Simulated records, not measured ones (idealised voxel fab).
Module name: voxel wiring stack (process module)
Cross-section cut spans 230 nm and uses square cells 5 nm in size.
Format of a cross-section: grid, square cells. Given as bands. Order: top down. Band: one or more rows of cells. Per band: top height and bottom height in nm, followed by the left-to-right materials and their widths in nm; "everywhere" marks a single material spanning edge to edge, "air" marks empty space. All heights in this document are referenced to 0, defined as the level beneath which the wafer, as received, consists entirely of one material. The lowest band is not bounded below; it extends indefinitely downward and is written in the form "top 0, no bottom". Per-row width for "30..40": begins at first number (top row of band), ends at second number (bottom row), increment between rows held constant. No cell of the cross-section changed in a step that is given as "remained the same". The list in "Fully sealed voids" covers empty spaces of 8 cells or more that cannot reach the top through any open way, and it gives each as width x height at distance; the distance is from the left edge, and width, height and distance are in nm. The remark found on a step's line after its settings is issued by the simulator itself and pertains to that step. Steps that use a mask can have "overlay nm" on their line. It says how far the mask sat to the right of where it was meant to be. Negative means to the left.
SET OUT BELOW ARE THE PLANNED STEPS OF THE PROCESS
1. RECEIVE | material Si
2. CONFORMAL_DEP | material SiO2 | thk nm 10
3. DIRECTIONAL_DEP | material TiN | thk nm 5
4. DIRECTIONAL_DEP | material W | thk nm 20
5. DIRECTIONAL_DEP | material aC | thk nm 15
6. PATTERN | tone cover | mask id METAL_1 | material resist | width nm 30 | pitch nm 50 | thk nm 35 | overlay nm 0
7. DIRECTIONAL_ETCH | etch materials aC | depth nm 15
8. STRIP | etch materials resist
9. DIRECTIONAL_ETCH | etch materials W | depth nm 20
10. DIRECTIONAL_ETCH | etch materials TiN | depth nm 5
11. STRIP | etch materials aC
12. FILL_DEP | material SiO2 | thk nm 5
13. CMP | height nm 35
14. CONFORMAL_DEP | material SiCN | thk nm 5
15. DIRECTIONAL_DEP | material SiO2 | thk nm 25
16. DIRECTIONAL_DEP | material aC | thk nm 15
17. PATTERN | tone open | mask id METAL_2 | material resist | width nm 30 | pitch nm 50 | thk nm 35 | overlay nm 0
18. DIRECTIONAL_ETCH | etch materials aC | depth nm 15
19. STRIP | etch materials resist
20. DIRECTIONAL_ETCH | etch materials SiO2 | depth nm 15
21. STRIP | etch materials aC
22. PATTERN | tone open | mask id METAL_2_HOLES | material resist | width nm 15 | pitch nm 50 | thk nm 20 | overlay nm 0
23. DIRECTIONAL_ETCH | etch materials SiO2 | depth nm 10
24. DIRECTIONAL_ETCH | etch materials SiCN | depth nm 5
25. STRIP | etch materials resist
26. CONFORMAL_DEP | material TiN | thk nm 5
27. FILL_DEP | material Cu | thk nm 5
28. CMP | height nm 65
29. CONFORMAL_DEP | material SiCN | thk nm 5
30. DIRECTIONAL_DEP | material SiO2 | thk nm 30
31. DIRECTIONAL_DEP | material aC | thk nm 10
32. PATTERN | tone open | mask id METAL_3_HOLES | material resist | width nm 15 | pitch nm 50 | thk nm 30 | overlay nm 0
33. DIRECTIONAL_ETCH | etch materials aC | depth nm 10
34. STRIP | etch materials resist
35. DIRECTIONAL_ETCH | etch materials SiO2 | depth nm 30
36. STRIP | etch materials aC
37. DIRECTIONAL_DEP | material aC | thk nm 15
38. PATTERN | tone open | mask id METAL_3 | material resist | width nm 30 | pitch nm 50 | thk nm 35 | overlay nm 0
39. DIRECTIONAL_ETCH | etch materials aC | depth nm 15
40. STRIP | etch materials resist
41. DIRECTIONAL_ETCH | etch materials SiO2 | depth nm 20
42. DIRECTIONAL_ETCH | etch materials SiCN | depth nm 5
43. STRIP | etch materials aC
44. CONFORMAL_DEP | material TiN | thk nm 5
45. FILL_DEP | material Cu | thk nm 10
46. CMP | height nm 100
47. CONFORMAL_DEP | material SiN | thk nm 5
THE CROSS-SECTION HERE SHOWS THE WAFER AS RECEIVED, I.E. IN ITS STATE AFTER STEP 1
    top 0, no bottom | Si everywhere
    Fully sealed voids: none
STARTING WAFER: ABOVE. PLAN: ABOVE. RUN: ONE MISTAKE. CROSS-SECTION AFTER THE MODULE: BELOW
    top 105, bottom 100 | SiN everywhere
    top 100, bottom 85 | 65 nm SiO2 | 5 nm TiN | 20 nm Cu | 5 nm TiN | 20 nm SiO2 | 5 nm TiN | 20 nm Cu | 5 nm TiN | 85 nm SiO2
    top 85, bottom 80 | 65 nm SiO2 | 15 nm TiN | 5 nm Cu | 10 nm TiN | 20 nm SiO2 | 15 nm TiN | 5 nm Cu | 10 nm TiN | 85 nm SiO2
    top 80, bottom 70 | 75 nm SiO2 | 5 nm TiN | 5 nm Cu | 5 nm TiN | 35 nm SiO2 | 5 nm TiN | 5 nm Cu | 5 nm TiN | 90 nm SiO2
    top 70, bottom 65 | 75 nm SiCN | 15 nm TiN | 35 nm SiCN | 15 nm TiN | 90 nm SiCN
    top 65, bottom 55 | 75 nm SiO2 | 5 nm TiN | 20 nm Cu | 5 nm TiN | 20 nm SiO2 | 5 nm TiN | 20 nm Cu | 5 nm TiN | 75 nm SiO2
    top 55, bottom 50 | 75 nm SiO2 | 5 nm TiN | 5 nm Cu | 20 nm TiN | 20 nm SiO2 | 5 nm TiN | 5 nm Cu | 20 nm TiN | 75 nm SiO2
    top 50, bottom 40 | 75 nm SiO2 | 5 nm TiN | 5 nm Cu | 5 nm TiN | 35 nm SiO2 | 5 nm TiN | 5 nm Cu | 5 nm TiN | 90 nm SiO2
    top 40, bottom 35 | 75 nm SiCN | 15 nm TiN | 35 nm SiCN | 15 nm TiN | 90 nm SiCN
    top 35, bottom 15 | 75 nm SiO2 | 30 nm W | 20 nm SiO2 | 30 nm W | 75 nm SiO2
    top 15, bottom 10 | 75 nm SiO2 | 30 nm TiN | 20 nm SiO2 | 30 nm TiN | 75 nm SiO2
    top 10, bottom 0 | SiO2 everywhere
    top 0, no bottom | Si everywhere
    Fully sealed voids: none
Want to know what went wrong? note that step 38 departed from the planned setting and was carried out as PATTERN | tone open | mask id METAL_3 | material resist | width nm 30 | pitch nm 50 | thk nm 35 | overlay nm -10
